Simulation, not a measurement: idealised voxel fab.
process module | voxel plated lines
In the cross-section labelled cut, the width is 270 nm and each square cell is 5 nm.
Each cross-section below is a grid of square cells, stated as bands in top-down order, with one or more rows of cells making up each band. Quick guide to a band line: top height, bottom height (nm) up front; then every material left to right with its width in nm. Only one material and it's marked "edge to edge"? Then it fills the band edge to edge. And "blank" just means empty space. Zero point of the height axis is 0; under it, received wafer = one material. Lowest band: continues down indefinitely, "top 0, no bottom". The notation "30..40" denotes a width that varies across the rows of cells in the band, beginning at the first number in the top row, finishing at the second number in the bottom row, and changing by an identical amount from each row to the next. It should be understood that the words "nothing changed", when stated for a given step, signify that the cross-section underwent no change in any of its cells during that step. "Voids, fully enclosed" contains a list of empty spaces, each no smaller than 8 cells and without an open way to the top, written in the form width x height at distance with the distance from the left edge and all three in nm. Past the settings on a step's line: simulator remark, on that step. Each step line may optionally specify "overlay nm", which for a step with a mask gives the rightward distance between the mask's planned place and where it lay, a negative value indicating the leftward direction.

### These are the steps we planned for the process
- 1: RECEIVE (material Si)
- 2: CONFORMAL_DEP (material Al2O3; thk nm 15)
- 3: DIRECTIONAL_DEP (material TiN; thk nm 5)
- 4: PATTERN (tone open; mask id LINES; material resist; width nm 15; pitch nm 35; thk nm 30; overlay nm 0)
- 5: EPI (material Ru; thk nm 10)
- 6: EPI (material Ru; thk nm 5)
- 7: STRIP (etch materials resist)
- 8: DIRECTIONAL_ETCH (etch materials TiN; depth nm 5)
- 9: CONFORMAL_DEP (material SiO2; thk nm 5)

### Received-state cross-section, reflecting completion of step 1
    top 0, no bottom  Si edge to edge
    Voids, fully enclosed: none

### Wafer cross-section at end of module: start and plan as shown above, one execution error
    top 40, bottom 35  100 blank; 70 SiO2; 100 blank
    top 35, bottom 30  100 blank; 5 SiO2; 25 Ru; 10 SiO2; 25 Ru; 5 SiO2; 100 blank
    top 30, bottom 25  105 SiO2; 25 Ru; 10 SiO2; 25 Ru; 105 SiO2
    top 25, bottom 20  Ru edge to edge
    top 20, bottom 15  TiN edge to edge
    top 15, bottom 0  Al2O3 edge to edge
    top 0, no bottom  Si edge to edge
    Voids, fully enclosed: none
What was the processing mistake? steps 6 and 7 swapped
